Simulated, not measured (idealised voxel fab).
The document below concerns the process module designated voxel self aligned contacts.
Cross-section cut: width 225 nm, square cells of 5 nm.
Square cells in a grid make up a cross-section in this document, and the grid is given as bands, listed from the top down, each one or more rows of cells.
What a band's entry tells you: where the top is and where the bottom is, as heights in nm, and after that what lies inside, material by material from left to right, each with its width in nm. Empty space is written as the word "air", and a single material marked with the word "throughout" occupies the band from edge to edge.
Where do heights start? At 0: under that level the wafer as delivered is made of one material only. And the lowest band has no floor; it just carries on downward, as in "0 -> down".
Width spec "30->40" -> top row of cells at first value, bottom row at second value, equal per-row change in between.
What does "no modifications" mean for a step? It means no cell of the cross-section changed in that step.
The label "Sealed void list" introduces a list of the empty spaces, 8 cells or larger, that have no open way up to the top; each entry in it reads width x height at distance, where the distance is taken from the left edge and all three are stated in nm.
On a step's line, text after the settings is the simulator commenting on that step.
overlay nm, on a step with a mask: how far to the right of its planned place the mask lay; to the left if negative

The planned process steps are enumerated hereunder:
1 op RECEIVE | material Si
2 op OXIDIZE | depth nm 5
3 op DIRECTIONAL_DEP | material polySi | thk nm 25
4 op DIRECTIONAL_DEP | material SiN | thk nm 25
5 op DIRECTIONAL_DEP | material aC | thk nm 10
6 op PATTERN | tone cover | mask id GATE | material resist | width nm 35 | pitch nm 80 | thk nm 25 | overlay nm 0
7 op DIRECTIONAL_ETCH | etch materials aC | depth nm 10
8 op STRIP | etch materials resist
9 op DIRECTIONAL_ETCH | etch materials SiN | depth nm 25
10 op DIRECTIONAL_ETCH | etch materials polySi | depth nm 25
11 op STRIP | etch materials aC
12 op CONFORMAL_DEP | material SiN | thk nm 10
13 op DIRECTIONAL_ETCH | etch materials SiN | depth nm 10
14 op FILL_DEP | material SiO2 | thk nm 15
15 op CMP | height nm 60
16 op MASKED_ETCH | tone open | mask id CONTACT | width nm 65 | pitch nm 80 | etch materials SiO2 | depth nm 65 | overlay nm 0
17 op CONFORMAL_DEP | material TiN | thk nm 5
18 op FILL_DEP | material W | thk nm 10
19 op CMP | height nm 60
20 op CONFORMAL_DEP | material SiCN | thk nm 5

Step 1 complete: cross-section of the wafer as received:
	0 -> down | Si throughout
	Sealed void list: none

Cross-sectional view of the first of the two wafers upon completion of the module, processed in accordance with the plan:
	65 -> 60 | SiCN throughout
	60 -> 50 | SiO2 40 nm, then TiN 5->25 nm, then W 55->15 nm, then TiN 5->25 nm, then SiO2 15 nm, then TiN 5->25 nm, then W 55->15 nm, then TiN 5->25 nm, then SiO2 40 nm
	50 -> 25 | SiO2 5 nm, then SiN 55 nm, then TiN 5 nm, then W 15 nm, then TiN 5 nm, then SiN 55 nm, then TiN 5 nm, then W 15 nm, then TiN 5 nm, then SiN 55 nm, then SiO2 5 nm
	25 -> 0 | SiO2 5 nm, then SiN 10 nm, then polySi 35 nm, then SiN 10 nm, then TiN 5 nm, then W 15 nm, then TiN 5 nm, then SiN 10 nm, then polySi 35 nm, then SiN 10 nm, then TiN 5 nm, then W 15 nm, then TiN 5 nm, then SiN 10 nm, then polySi 35 nm, then SiN 10 nm, then SiO2 5 nm
	0 -> -5 | SiO2 60 nm, then TiN 25 nm, then SiO2 55 nm, then TiN 25 nm, then SiO2 60 nm
	-5 -> down | Si throughout
	Sealed void list: none

Second wafer through the module, sectioned at the end: same beginning and same plan as the first wafer, with one mistake in carrying it out:
	80 -> 75 | SiCN throughout
	75 -> 65 | W throughout
	65 -> 60 | TiN 45 nm, then W 55 nm, then TiN 25 nm, then W 55 nm, then TiN 45 nm
	60 -> 50 | SiO2 40 nm, then TiN 5->25 nm, then W 55->15 nm, then TiN 5->25 nm, then SiO2 15 nm, then TiN 5->25 nm, then W 55->15 nm, then TiN 5->25 nm, then SiO2 40 nm
	50 -> 25 | SiO2 5 nm, then SiN 55 nm, then TiN 5 nm, then W 15 nm, then TiN 5 nm, then SiN 55 nm, then TiN 5 nm, then W 15 nm, then TiN 5 nm, then SiN 55 nm, then SiO2 5 nm
	25 -> 0 | SiO2 5 nm, then SiN 10 nm, then polySi 35 nm, then SiN 10 nm, then TiN 5 nm, then W 15 nm, then TiN 5 nm, then SiN 10 nm, then polySi 35 nm, then SiN 10 nm, then TiN 5 nm, then W 15 nm, then TiN 5 nm, then SiN 10 nm, then polySi 35 nm, then SiN 10 nm, then SiO2 5 nm
	0 -> -5 | SiO2 60 nm, then TiN 25 nm, then SiO2 55 nm, then TiN 25 nm, then SiO2 60 nm
	-5 -> down | Si throughout
	Sealed void list: none
So what did we get wrong on this run? plan step 19: skipped, not run
Wafer comparison, final, in cells, second relative to first, materials more or fewer: +23 TiN; +112 W
